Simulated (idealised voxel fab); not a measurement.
The process module that follows is named voxel ribs on slabs.
We display cut, a cross-section 260 nm in width whose square cells are each 5 nm.
This document writes a cross-section as a grid whose cells are square, and gives it as bands, listed from the top down; one or more rows of cells form a band. Band entry format. Leading values: height of top, height of bottom, nm. Remainder: materials in left-to-right order, each with its width in nm. Special words: "edge to edge" on a single material, which then fills the band edge to edge; "empty", empty space. All heights in this document are referenced to 0, defined as the level beneath which the wafer, as received, consists entirely of one material. The lowest band is not bounded below; it extends indefinitely downward and is written in the form "0..down". Think of "30..40" as a width that walks from the first number to the second as you go down the band, top row to bottom row, taking equal-sized steps from row to row. "no modifications" means the step left every cell of the cross-section as it was. Empty spaces without an open route to the top, at least 8 cells in extent, make up the entry "Fully sealed voids"; each is given as width x height at distance, where the distance is measured from the left edge, and all are in nm. Heads up: the bit after the settings on a step's line is the simulator's remark on that step. The line of a step may include "overlay nm". On a step with a mask, this value is how far to the right of its planned place the mask lay. A negative value means the mask lay to the left.

Listed below are the process steps as planned
1 RECEIVE, material Si
2 DIRECTIONAL_DEP, material SiO2, thk nm 20
3 DIRECTIONAL_DEP, material polySi, thk nm 25
4 MASKED_ETCH, tone cover, mask id RIB, width nm 15, etch materials polySi, depth nm 20, overlay nm 0
5 PATTERN, tone cover, mask id SLAB, material resist, width nm 75, thk nm 20, overlay nm 0
6 DIRECTIONAL_ETCH, etch materials polySi, depth nm 5
7 STRIP, etch materials resist
8 FILL_DEP, material SiO2, thk nm 25
9 CMP, height nm 65
10 DIRECTIONAL_DEP, material W, thk nm 5
11 MASKED_ETCH, tone cover, mask id HEATER, width nm 25, etch materials W, depth nm 5, overlay nm 0
12 CONFORMAL_DEP, material SiN, thk nm 5

Here's what the wafer looked like in cross-section when it arrived - that's after step 1
	0..down = Si edge to edge
	Fully sealed voids: none

The first of the two wafers as seen in cross-section once the module was finished; processing followed the plan
	75..70 = 110 of empty, then 35 of SiN, then 115 of empty
	70..65 = 115 of SiN, then 25 of W, then 120 of SiN
	65..45 = SiO2 edge to edge
	45..25 = 120 of SiO2, then 15 of polySi, then 125 of SiO2
	25..20 = 90 of SiO2, then 75 of polySi, then 95 of SiO2
	20..0 = SiO2 edge to edge
	0..down = Si edge to edge
	Fully sealed voids: none

Cross-section at end of module for the second wafer of two, which matched the first in starting point and plan and differed by one mistake in its processing
	75..70 = 110 of empty, then 35 of SiN, then 115 of empty
	70..65 = 115 of SiN, then 25 of W, then 120 of SiN
	65..40 = SiO2 edge to edge
	40..25 = 120 of SiO2, then 15 of polySi, then 125 of SiO2
	25..20 = 90 of polySi, then 30 of SiO2, then 15 of polySi, then 30 of SiO2, then 95 of polySi
	20..0 = SiO2 edge to edge
	0..down = Si edge to edge
	Fully sealed voids: none
Processing error: so step 5 ended up running with a different setting than we planned, it ran as PATTERN, tone open, mask id SLAB, material resist, width nm 75, thk nm 20, overlay nm 0
Per the end-of-run cell counts, the second wafer holds more or fewer of some materials than the first: 22 fewer of SiO2; 22 more of polySi
